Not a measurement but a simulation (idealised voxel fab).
The process module presented herein is designated voxel released beams.
Square cells of 5 nm make up the cross-section cut, whose width is 140 nm.
Cross-section = grid of square cells, listed top down in bands; band = one or more rows. In this notation a band is specified by the heights of its top and bottom, in that order and in nm, after which its materials appear from left to right, each paired with its width in nm. The word "edge to edge" attached to a single material means that material fills the band from edge to edge; the word "empty" stands for empty space. Height datum 0, below which the as-received substrate wafer is one material. Lowest band open at the bottom, running downward: "0 nm and below". The two numbers in a width such as "30..40" mark its ends across the band: the first belongs to the top row of cells, the second to the bottom row, and from each row to the next the width moves by the same amount. Step note "nothing was modified" = no cross-section cell changed. So "Closed void catalog" is basically the list of trapped voids: any empty space of 8 cells or more that can't reach the top through an opening. They're written width x height at distance, the distance being from the left edge, and it's all nm. On a step's line, text after the settings is the simulator commenting on that step. overlay nm: on a step with a mask, how far right of its planned place the mask lay; negative means left.

## So here's the lineup of process steps we planned
1 RECEIVE,material Si
2 CONFORMAL_DEP,material Al2O3,thk nm 10
3 DIRECTIONAL_DEP,material SiO2,thk nm 15
4 MASKED_ETCH,tone open,mask id ANCHOR,width nm 25,etch materials SiO2,depth nm 15,overlay nm 0
5 CONFORMAL_DEP,material W,thk nm 10
6 MASKED_ETCH,tone cover,mask id BEAM,width nm 70,etch materials W,depth nm 10,overlay nm 0
7 STRIP,etch materials SiO2

## Cross-section of the incoming wafer, state after step 1
	0 nm and below: Si edge to edge
	Closed void catalog: none

## Module complete, cross-section. Starting point and plan per above. One mistake made in running the module
	35 nm to 25 nm: empty 30  W 10  empty 5  W 55  empty 40
	25 nm to 20 nm: empty 30  W 10  empty 5  W 10  empty 85
	20 nm to 10 nm: empty 30  W 25  empty 85
	10 nm to 0 nm: Al2O3 edge to edge
	0 nm and below: Si edge to edge
	Closed void catalog: none
What was done differently from what was planned? step 4 changed vs plan, executed as MASKED_ETCH,tone open,mask id ANCHOR,width nm 25,etch materials SiO2,depth nm 15,overlay nm -5
